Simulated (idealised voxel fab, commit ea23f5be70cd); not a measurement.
process module | voxel plated lines
cross-section cut | 185 nm wide | cells 5 nm
A cross-section is a grid of square cells, given in bands from the top down. A band is one or more rows of cells.
Each band's line starts with the height of the band's top and of its bottom, in nm. Then come its materials from left to right, each with its width in nm. One material with "throughout" fills the band from edge to edge. "air" is empty space.
Height 0 is the level under which the wafer as received is all one material. The lowest band goes on downwards, as in "0 down".
A width such as "30 to 40" changes by the same amount from each row of cells to the next, from the band's top row to its bottom row.
"no change" after a step means that no cell of the cross-section changed.
closed voids: empty space of 8 cells or more with no open way to the top, each as width x height at its distance from the left edge, in nm
after a step's settings: what the simulator itself notes on the step
overlay nm, on a step with a mask: how far to the right of its planned place the mask lay; to the left if negative
plan
1 op RECEIVE | material Si
2 op CONFORMAL_DEP | material Al2O3 | thk nm 15
3 op DIRECTIONAL_DEP | material TiN | thk nm 5
4 op PATTERN | tone open | mask id LINES | material resist | width nm 20 | pitch nm 35 | thk nm 15 | overlay nm 0
5 op EPI | material Ru | thk nm 5
6 op STRIP | etch materials resist
7 op DIRECTIONAL_ETCH | etch materials TiN | depth nm 5
8 op CONFORMAL_DEP | material SiO2 | thk nm 5
first wafer, as planned
as received, after step 1
  0 down: Si throughout
  closed voids: none
after step 2
  15 to 0: Al2O3 throughout
  below 0: unchanged
after step 3
  20 to 15: TiN throughout
  below 15: unchanged
after step 4
  35 to 20: resist 45 | air 20 | resist 15 | air 20 | resist 15 | air 20 | resist 50
  below 20: unchanged
after step 5
  35 to 25: resist 45 | air 20 | resist 15 | air 20 | resist 15 | air 20 | resist 50
  25 to 20: resist 45 | Ru 20 | resist 15 | Ru 20 | resist 15 | Ru 20 | resist 50
  below 20: unchanged
after step 6
  25 to 20: air 45 | Ru 20 | air 15 | Ru 20 | air 15 | Ru 20 | air 50
  below 20: unchanged
after step 7
  25 to 20: air 45 | Ru 20 | air 15 | Ru 20 | air 15 | Ru 20 | air 50
  20 to 15: air 45 | TiN 20 | air 15 | TiN 20 | air 15 | TiN 20 | air 50
  below 15: unchanged
after step 8
  30 to 25: air 40 | SiO2 30 | air 5 | SiO2 30 | air 5 | SiO2 30 | air 45
  25 to 20: air 40 | SiO2 5 | Ru 20 | SiO2 5 | air 5 | SiO2 5 | Ru 20 | SiO2 5 | air 5 | SiO2 5 | Ru 20 | SiO2 5 | air 45
  20 to 15: SiO2 45 | TiN 20 | SiO2 15 | TiN 20 | SiO2 15 | TiN 20 | SiO2 50
  below 15: unchanged
second wafer: like start, like plan, one mistake. Through step 1 it matches the first wafer
when step 2 should have ended
  30 to 0: Al2O3 throughout
  below 0: unchanged
when step 3 should have ended
  35 to 30: TiN throughout
  below 30: unchanged
when step 4 should have ended
  50 to 35: resist 45 | air 20 | resist 15 | air 20 | resist 15 | air 20 | resist 50
  below 35: unchanged
when step 5 should have ended
  50 to 40: resist 45 | air 20 | resist 15 | air 20 | resist 15 | air 20 | resist 50
  40 to 35: resist 45 | Ru 20 | resist 15 | Ru 20 | resist 15 | Ru 20 | resist 50
  below 35: unchanged
when step 6 should have ended
  40 to 35: air 45 | Ru 20 | air 15 | Ru 20 | air 15 | Ru 20 | air 50
  below 35: unchanged
when step 7 should have ended
  40 to 35: air 45 | Ru 20 | air 15 | Ru 20 | air 15 | Ru 20 | air 50
  35 to 30: air 45 | TiN 20 | air 15 | TiN 20 | air 15 | TiN 20 | air 50
  below 30: unchanged
when step 8 should have ended
  45 to 40: air 40 | SiO2 30 | air 5 | SiO2 30 | air 5 | SiO2 30 | air 45
  40 to 35: air 40 | SiO2 5 | Ru 20 | SiO2 5 | air 5 | SiO2 5 | Ru 20 | SiO2 5 | air 5 | SiO2 5 | Ru 20 | SiO2 5 | air 45
  35 to 30: SiO2 45 | TiN 20 | SiO2 15 | TiN 20 | SiO2 15 | TiN 20 | SiO2 50
  below 30: unchanged
what went wrong: step 2 was run twice
at the end the second wafer has, in cells: 111 more of Al2O3
